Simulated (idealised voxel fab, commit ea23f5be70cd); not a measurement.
process module | voxel capacitor over wiring
cross-section cut | 225 nm wide | cells 5 nm
A cross-section is a grid of square cells, given in bands from the top down. A band is one or more rows of cells.
Each band's line starts with the height of the band's top and of its bottom, in nm. Then come its materials from left to right, each with its width in nm. One material with "throughout" fills the band from edge to edge. "air" is empty space.
Height 0 is the level under which the wafer as received is all one material. The lowest band goes on downwards, as in "0 down".
A width such as "30 to 40" changes by the same amount from each row of cells to the next, from the band's top row to its bottom row.
"no change" after a step means that no cell of the cross-section changed.
closed voids: empty space of 8 cells or more with no open way to the top, each as width x height at its distance from the left edge, in nm
after a step's settings: what the simulator itself notes on the step
overlay nm, on a step with a mask: how far to the right of its planned place the mask lay; to the left if negative
plan
1 op RECEIVE | material Si
2 op CONFORMAL_DEP | material SiO2 | thk nm 10
3 op DIRECTIONAL_DEP | material TiN | thk nm 5
4 op DIRECTIONAL_DEP | material Ru | thk nm 15
5 op DIRECTIONAL_DEP | material aC | thk nm 10
6 op PATTERN | tone cover | mask id METAL_1 | material resist | width nm 30 | pitch nm 80 | thk nm 25 | overlay nm 0
7 op DIRECTIONAL_ETCH | etch materials aC | depth nm 10
8 op STRIP | etch materials resist
9 op DIRECTIONAL_ETCH | etch materials Ru | depth nm 15
10 op DIRECTIONAL_ETCH | etch materials TiN | depth nm 5
11 op STRIP | etch materials aC
12 op CONFORMAL_DEP | material SiCN | thk nm 5
13 op FILL_DEP | material lowk | thk nm 10
14 op CMP | height nm 30
15 op CONFORMAL_DEP | material SiCN | thk nm 5
16 op DIRECTIONAL_DEP | material SiO2 | thk nm 20
17 op MASKED_ETCH | tone open | mask id PLUG_1 | width nm 15 | etch materials SiO2 | depth nm 20 | overlay nm 0
18 op MASKED_ETCH | tone open | mask id PLUG_1 | width nm 15 | etch materials SiCN | depth nm 5 | overlay nm 0
19 op EPI | material Ru | thk nm 10
20 op EPI | material Ru | thk nm 10
21 op EPI | material Ru | thk nm 5
22 op DIRECTIONAL_DEP | material TiN | thk nm 10
23 op DIRECTIONAL_DEP | material Al2O3 | thk nm 5
24 op DIRECTIONAL_DEP | material TiN | thk nm 5
25 op DIRECTIONAL_DEP | material aC | thk nm 10
26 op PATTERN | tone cover | mask id UPPER_PLATE | material resist | width nm 55 | thk nm 30 | overlay nm 0
27 op DIRECTIONAL_ETCH | etch materials aC | depth nm 5
28 op STRIP | etch materials resist
29 op DIRECTIONAL_ETCH | etch materials TiN | depth nm 5
30 op DIRECTIONAL_ETCH | etch materials Al2O3 | depth nm 5
31 op STRIP | etch materials aC
32 op PATTERN | tone cover | mask id LOWER_PLATE | material resist | width nm 65 | thk nm 15 | overlay nm 0
33 op DIRECTIONAL_ETCH | etch materials TiN | depth nm 10
34 op STRIP | etch materials resist
35 op FILL_DEP | material SiO2 | thk nm 20
36 op CMP | height nm 90
37 op PATTERN | tone open | mask id PLUG_2 | material resist | width nm 15 | thk nm 20 | overlay nm 0
38 op DIRECTIONAL_ETCH | etch materials SiO2 | depth nm 15
39 op STRIP | etch materials resist
40 op CONFORMAL_DEP | material TiN | thk nm 5
41 op FILL_DEP | material Cu | thk nm 10
42 op CMP | height nm 90
43 op CONFORMAL_DEP | material SiCN | thk nm 5
varied across the wafers: depth nm of step 27. The plan shows the first wafer's value. All wafers start alike
first wafer as received, after step 1
  0 down: Si throughout
  closed voids: none
each wafer at the end: cells of each material gained (+) or lost (-) since it was received, then its closed voids
depth nm 5 | +45 Al2O3 | +2 Cu | +51 Ru | +132 SiCN | +416 SiO2 | +122 TiN | +87 lowk | closed voids: none
depth nm 10 | +11 Al2O3 | +2 Cu | +51 Ru | +132 SiCN | +516 SiO2 | +56 TiN | +87 lowk | closed voids: none
depth nm 15 | +11 Al2O3 | +2 Cu | +51 Ru | +132 SiCN | +516 SiO2 | +56 TiN | +87 lowk | closed voids: none
depth nm 20 | +11 Al2O3 | +2 Cu | +51 Ru | +132 SiCN | +516 SiO2 | +56 TiN | +87 lowk | closed voids: none
depth nm 25 | +11 Al2O3 | +2 Cu | +51 Ru | +132 SiCN | +516 SiO2 | +56 TiN | +87 lowk | closed voids: none
